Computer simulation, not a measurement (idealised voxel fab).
The name of this process module is voxel self aligned vias.
The cross-section on display is named cut; it measures 220 nm wide, and its cells are 5 nm squares.
Heads up, the way a cross-section reads in here is a grid of square cells, handed over as bands from the top down, with every band being one or more rows of cells.
Per band: top height and bottom height in nm, followed by the left-to-right materials and their widths in nm; "edge to edge" marks a single material spanning edge to edge, "empty" marks empty space.
The reference from which all heights are counted is 0, the level beneath which the as-received wafer is entirely one material; the lowest band, having no lower bound, proceeds downward and is written after the example "top 0, no bottom".
A two-number width, for instance "30..40", indicates that the width is equal to the first number in the top row of the band and to the second number in the bottom row, and that it changes by a constant amount per row of cells.
Step marked "nothing different"? Then no cell in the cross-section changed in it.
The list in "Sealed void inventory" covers empty spaces of 8 cells or more that cannot reach the top through any open way, and it gives each as width x height at distance; the distance is from the left edge, and width, height and distance are in nm.
On a step's line, text after the settings is the simulator commenting on that step.
Regarding "overlay nm": on a step with a mask, it is the distance the mask lay to the right of its planned place; a negative value places it to the left.
This section lists the process steps that were planned
1. RECEIVE with material Si
2. CONFORMAL_DEP with material SiO2, thk nm 15
3. CONFORMAL_DEP with material SiCN, thk nm 5
4. DIRECTIONAL_DEP with material SiO2, thk nm 25
5. DIRECTIONAL_DEP with material aC, thk nm 10
6. PATTERN with tone open, mask id LINES, material resist, width nm 30, pitch nm 70, thk nm 25, overlay nm 0
7. DIRECTIONAL_ETCH with etch materials aC, depth nm 10
8. STRIP with etch materials resist
9. DIRECTIONAL_ETCH with etch materials SiO2, depth nm 25
10. STRIP with etch materials aC
11. CONFORMAL_DEP with material TiN, thk nm 5
12. FILL_DEP with material Ru, thk nm 10
13. CMP with height nm 45
14. SELECTIVE_ETCH with etch materials W Ru TiN, depth nm 10
15. FILL_DEP with material SiN, thk nm 10
16. CMP with height nm 45
17. DIRECTIONAL_DEP with material SiO2, thk nm 15
18. MASKED_ETCH with tone open, mask id VIAS, width nm 50, pitch nm 70, etch materials SiO2, depth nm 15, overlay nm 0
19. MASKED_ETCH with tone open, mask id VIAS, width nm 50, pitch nm 70, etch materials SiN, depth nm 10, overlay nm 0
20. CONFORMAL_DEP with material TiN, thk nm 5
21. FILL_DEP with material Cu, thk nm 5
22. CMP with height nm 60
23. CONFORMAL_DEP with material SiCN, thk nm 5
So this is the incoming wafer in cross-section - it's already been through step 1
  top 0, no bottom  Si edge to edge
  Sealed void inventory: none
End state of the module in cross-section, given the above starting point and plan and one mistake in execution
  top 65, bottom 60  SiCN edge to edge
  top 60, bottom 50  SiO2 55  TiN 5  Cu 35  TiN 5  SiO2 25  TiN 5  Cu 35  TiN 5  SiO2 50
  top 50, bottom 40  SiO2 55..60  TiN 10..5  Cu 20  TiN 15..5  SiO2 25..40  TiN 10..5  Cu 20  TiN 15..5  SiO2 50..60
  top 40, bottom 35  SiO2 60  TiN 30  SiO2 40  TiN 30  SiO2 60
  top 35, bottom 25  SiO2 60  TiN 5  Ru 20  TiN 5  SiO2 40  TiN 5  Ru 20  TiN 5  SiO2 60
  top 25, bottom 20  SiO2 60  TiN 30  SiO2 40  TiN 30  SiO2 60
  top 20, bottom 15  SiCN edge to edge
  top 15, bottom 0  SiO2 edge to edge
  top 0, no bottom  Si edge to edge
  Sealed void inventory: none
What was done differently from what was planned? heads up, step 18 didn't go per plan, it actually ran as MASKED_ETCH with tone open, mask id VIAS, width nm 45, pitch nm 70, etch materials SiO2, depth nm 15, overlay nm 0
